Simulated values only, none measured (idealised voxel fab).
The document below concerns the process module designated voxel self aligned contacts.
We display cut, a cross-section 180 nm in width whose square cells are each 5 nm.
A cross-section in this document is a grid of square cells, and it is written down as bands, the top band listed before the ones below it; a band is made up of one or more rows of cells.
The entry gives the band's vertical extent as a top height and a bottom height in nm, then its horizontal make-up as materials from left to right, each with a width in nm. "empty" stands for empty space; a single material marked "all across" fills the band edge to edge.
Basically, 0 is our baseline, since under it the wafer straight out of the box is all one material. The bottom band has no lower end and keeps on going down, so it looks like "0 and below".
Read "30 to 40" as a graded width: first number on top, second number at the bottom, same change between each pair of neighbouring rows.
It should be understood that the words "no change", when stated for a given step, signify that the cross-section underwent no change in any of its cells during that step.
Any empty space of 8 cells or more lacking an open way to the top shows up in "Closed void entries" as width x height at distance, distance from the left edge, in nm.
Note: text after step settings on the step line = simulator remark on that step.
overlay nm: where the mask lay relative to plan, measured to the right, on steps with a mask; negatives go left.

### Intended process steps
step 1: RECEIVE with material Si
step 2: CONFORMAL_DEP with material SiO2, thk nm 5
step 3: DIRECTIONAL_DEP with material polySi, thk nm 30
step 4: DIRECTIONAL_DEP with material SiN, thk nm 25
step 5: PATTERN with tone cover, mask id GATE, material resist, width nm 25, pitch nm 65, thk nm 15, overlay nm 0
step 6: DIRECTIONAL_ETCH with etch materials SiN, depth nm 25
step 7: DIRECTIONAL_ETCH with etch materials polySi, depth nm 30
step 8: STRIP with etch materials resist
step 9: CONFORMAL_DEP with material SiN, thk nm 10
step 10: DIRECTIONAL_ETCH with etch materials SiN, depth nm 10
step 11: FILL_DEP with material SiO2, thk nm 10
step 12: CMP with height nm 65
step 13: PATTERN with tone open, mask id CONTACT, material resist, width nm 50, thk nm 15, overlay nm 0
step 14: DIRECTIONAL_ETCH with etch materials SiO2, depth nm 65
step 15: STRIP with etch materials resist
step 16: CONFORMAL_DEP with material TiN, thk nm 5
step 17: FILL_DEP with material W, thk nm 10
step 18: CMP with height nm 65
step 19: CONFORMAL_DEP with material SiN, thk nm 5

### Run as planned: first of two wafers

### Cross-section of the wafer as it came to us, i.e., already through step 1
0 and below  Si all across
Closed void entries: none

### After step 2, in cross-section
5 down to 0  SiO2 all across
Below 0, the layers are the same as they were.

### After step 3, in cross-section
35 down to 5  polySi all across
Below 5, the layers are the same as they were.

### After step 4, in cross-section
60 down to 35  SiN all across
Below 35, the layers are the same as they were.

### After step 5, in cross-section
75 down to 60  empty (45)  resist (25)  empty (40)  resist (25)  empty (45)
Below 60, the layers are the same as they were.

### After step 6, in cross-section
75 down to 60  empty (45)  resist (25)  empty (40)  resist (25)  empty (45)
60 down to 35  empty (45)  SiN (25)  empty (40)  SiN (25)  empty (45)
Below 35, the layers are the same as they were.

### After step 7, in cross-section
75 down to 60  empty (45)  resist (25)  empty (40)  resist (25)  empty (45)
60 down to 35  empty (45)  SiN (25)  empty (40)  SiN (25)  empty (45)
35 down to 5  empty (45)  polySi (25)  empty (40)  polySi (25)  empty (45)
Below 5, the layers are the same as they were.

### After step 8, in cross-section
60 down to 35  empty (45)  SiN (25)  empty (40)  SiN (25)  empty (45)
Below 35, the layers are the same as they were.

### After step 9, in cross-section
70 down to 35  empty (35)  SiN (45)  empty (20)  SiN (45)  empty (35)
35 down to 15  empty (35)  SiN (10)  polySi (25)  SiN (10)  empty (20)  SiN (10)  polySi (25)  SiN (10)  empty (35)
15 down to 5  SiN (45)  polySi (25)  SiN (40)  polySi (25)  SiN (45)
Below 5, the layers are the same as they were.

### After step 10, in cross-section
60 down to 35  empty (35)  SiN (45)  empty (20)  SiN (45)  empty (35)
35 down to 5  empty (35)  SiN (10)  polySi (25)  SiN (10)  empty (20)  SiN (10)  polySi (25)  SiN (10)  empty (35)
Below 5, the layers are the same as they were.

### After step 11, in cross-section
70 down to 60  SiO2 all across
60 down to 35  SiO2 (35)  SiN (45)  SiO2 (20)  SiN (45)  SiO2 (35)
35 down to 5  SiO2 (35)  SiN (10)  polySi (25)  SiN (10)  SiO2 (20)  SiN (10)  polySi (25)  SiN (10)  SiO2 (35)
Below 5, the layers are the same as they were.

### After step 12, in cross-section
65 down to 60  SiO2 all across
Below 60, the layers are the same as they were.

### After step 13, in cross-section
80 down to 65  resist (65)  empty (50)  resist (65)
Below 65, the layers are the same as they were.

### After step 14, in cross-section
80 down to 65  resist (65)  empty (50)  resist (65)
65 down to 60  SiO2 (65)  empty (50)  SiO2 (65)
60 down to 35  SiO2 (35)  SiN (45)  empty (20)  SiN (45)  SiO2 (35)
35 down to 5  SiO2 (35)  SiN (10)  polySi (25)  SiN (10)  empty (20)  SiN (10)  polySi (25)  SiN (10)  SiO2 (35)
5 down to 0  SiO2 (80)  empty (20)  SiO2 (80)
Below 0, the layers are the same as they were.

### After step 15, in cross-section
65 down to 60  SiO2 (65)  empty (50)  SiO2 (65)
Below 60, the layers are the same as they were.

### After step 16, in cross-section
70 down to 65  TiN (70)  empty (40)  TiN (70)
65 down to 60  SiO2 (65)  TiN (20)  empty (10)  TiN (20)  SiO2 (65)
60 down to 35  SiO2 (35)  SiN (45)  TiN (5)  empty (10)  TiN (5)  SiN (45)  SiO2 (35)
35 down to 5  SiO2 (35)  SiN (10)  polySi (25)  SiN (10)  TiN (5)  empty (10)  TiN (5)  SiN (10)  polySi (25)  SiN (10)  SiO2 (35)
5 down to 0  SiO2 (80)  TiN (20)  SiO2 (80)
Below 0, the layers are the same as they were.

### After step 17, in cross-section
80 down to 70  W all across
70 down to 65  TiN (70)  W (40)  TiN (70)
65 down to 60  SiO2 (65)  TiN (20)  W (10)  TiN (20)  SiO2 (65)
60 down to 35  SiO2 (35)  SiN (45)  TiN (5)  W (10)  TiN (5)  SiN (45)  SiO2 (35)
35 down to 5  SiO2 (35)  SiN (10)  polySi (25)  SiN (10)  TiN (5)  W (10)  TiN (5)  SiN (10)  polySi (25)  SiN (10)  SiO2 (35)
Below 5, the layers are the same as they were.

### After step 18, in cross-section
65 down to 60  SiO2 (65)  TiN (20)  W (10)  TiN (20)  SiO2 (65)
Below 60, the layers are the same as they were.

### After step 19, in cross-section
70 down to 65  SiN all across
Below 65, the layers are the same as they were.

### Wafer two. Same start, same plan, one slip in execution. Same as wafer one through step 1, inclusive

The second wafer cut through, at the time step 2 was supposed to be finished: no change

### The second wafer cut through, at the time step 3 was supposed to be finished
30 down to 0  polySi all across
Below 0, the layers are the same as they were.

### The second wafer cut through, at the time step 4 was supposed to be finished
55 down to 30  SiN all across
Below 30, the layers are the same as they were.

### The second wafer cut through, at the time step 5 was supposed to be finished
70 down to 55  empty (45)  resist (25)  empty (40)  resist (25)  empty (45)
Below 55, the layers are the same as they were.

### The second wafer cut through, at the time step 6 was supposed to be finished
70 down to 55  empty (45)  resist (25)  empty (40)  resist (25)  empty (45)
55 down to 30  empty (45)  SiN (25)  empty (40)  SiN (25)  empty (45)
Below 30, the layers are the same as they were.

### The second wafer cut through, at the time step 7 was supposed to be finished
70 down to 55  empty (45)  resist (25)  empty (40)  resist (25)  empty (45)
55 down to 30  empty (45)  SiN (25)  empty (40)  SiN (25)  empty (45)
30 down to 0  empty (45)  polySi (25)  empty (40)  polySi (25)  empty (45)
Below 0, the layers are the same as they were.

### The second wafer cut through, at the time step 8 was supposed to be finished
55 down to 30  empty (45)  SiN (25)  empty (40)  SiN (25)  empty (45)
Below 30, the layers are the same as they were.

### The second wafer cut through, at the time step 9 was supposed to be finished
65 down to 30  empty (35)  SiN (45)  empty (20)  SiN (45)  empty (35)
30 down to 10  empty (35)  SiN (10)  polySi (25)  SiN (10)  empty (20)  SiN (10)  polySi (25)  SiN (10)  empty (35)
10 down to 0  SiN (45)  polySi (25)  SiN (40)  polySi (25)  SiN (45)
Below 0, the layers are the same as they were.

### The second wafer cut through, at the time step 10 was supposed to be finished
55 down to 30  empty (35)  SiN (45)  empty (20)  SiN (45)  empty (35)
30 down to 0  empty (35)  SiN (10)  polySi (25)  SiN (10)  empty (20)  SiN (10)  polySi (25)  SiN (10)  empty (35)
Below 0, the layers are the same as they were.

### The second wafer cut through, at the time step 11 was supposed to be finished
65 down to 55  SiO2 all across
55 down to 30  SiO2 (35)  SiN (45)  SiO2 (20)  SiN (45)  SiO2 (35)
30 down to 0  SiO2 (35)  SiN (10)  polySi (25)  SiN (10)  SiO2 (20)  SiN (10)  polySi (25)  SiN (10)  SiO2 (35)
Below 0, the layers are the same as they were.

The second wafer cut through, at the time step 12 was supposed to be finished: no change

### The second wafer cut through, at the time step 13 was supposed to be finished
80 down to 65  resist (65)  empty (50)  resist (65)
Below 65, the layers are the same as they were.

### The second wafer cut through, at the time step 14 was supposed to be finished
80 down to 65  resist (65)  empty (50)  resist (65)
65 down to 55  SiO2 (65)  empty (50)  SiO2 (65)
55 down to 30  SiO2 (35)  SiN (45)  empty (20)  SiN (45)  SiO2 (35)
30 down to 0  SiO2 (35)  SiN (10)  polySi (25)  SiN (10)  empty (20)  SiN (10)  polySi (25)  SiN (10)  SiO2 (35)
Below 0, the layers are the same as they were.

### The second wafer cut through, at the time step 15 was supposed to be finished
65 down to 55  SiO2 (65)  empty (50)  SiO2 (65)
Below 55, the layers are the same as they were.

### The second wafer cut through, at the time step 16 was supposed to be finished
70 down to 65  TiN (70)  empty (40)  TiN (70)
65 down to 55  SiO2 (65)  TiN (5 to 20)  empty (40 to 10)  TiN (5 to 20)  SiO2 (65)
55 down to 30  SiO2 (35)  SiN (45)  TiN (5)  empty (10)  TiN (5)  SiN (45)  SiO2 (35)
30 down to 5  SiO2 (35)  SiN (10)  polySi (25)  SiN (10)  TiN (5)  empty (10)  TiN (5)  SiN (10)  polySi (25)  SiN (10)  SiO2 (35)
5 down to 0  SiO2 (35)  SiN (10)  polySi (25)  SiN (10)  TiN (20)  SiN (10)  polySi (25)  SiN (10)  SiO2 (35)
Below 0, the layers are the same as they were.

### The second wafer cut through, at the time step 17 was supposed to be finished
80 down to 70  W all across
70 down to 65  TiN (70)  W (40)  TiN (70)
65 down to 55  SiO2 (65)  TiN (5 to 20)  W (40 to 10)  TiN (5 to 20)  SiO2 (65)
55 down to 30  SiO2 (35)  SiN (45)  TiN (5)  W (10)  TiN (5)  SiN (45)  SiO2 (35)
30 down to 5  SiO2 (35)  SiN (10)  polySi (25)  SiN (10)  TiN (5)  W (10)  TiN (5)  SiN (10)  polySi (25)  SiN (10)  SiO2 (35)
Below 5, the layers are the same as they were.

### The second wafer cut through, at the time step 18 was supposed to be finished
65 down to 55  SiO2 (65)  TiN (5 to 20)  W (40 to 10)  TiN (5 to 20)  SiO2 (65)
Below 55, the layers are the same as they were.

### The second wafer cut through, at the time step 19 was supposed to be finished
70 down to 65  SiN all across
Below 65, the layers are the same as they were.
Deviation from plan: step 2 from the plan never happened, it was just skipped
Final cells, second wafer relative to first, materials higher or lower: SiO2: 6 fewer | W: 6 more
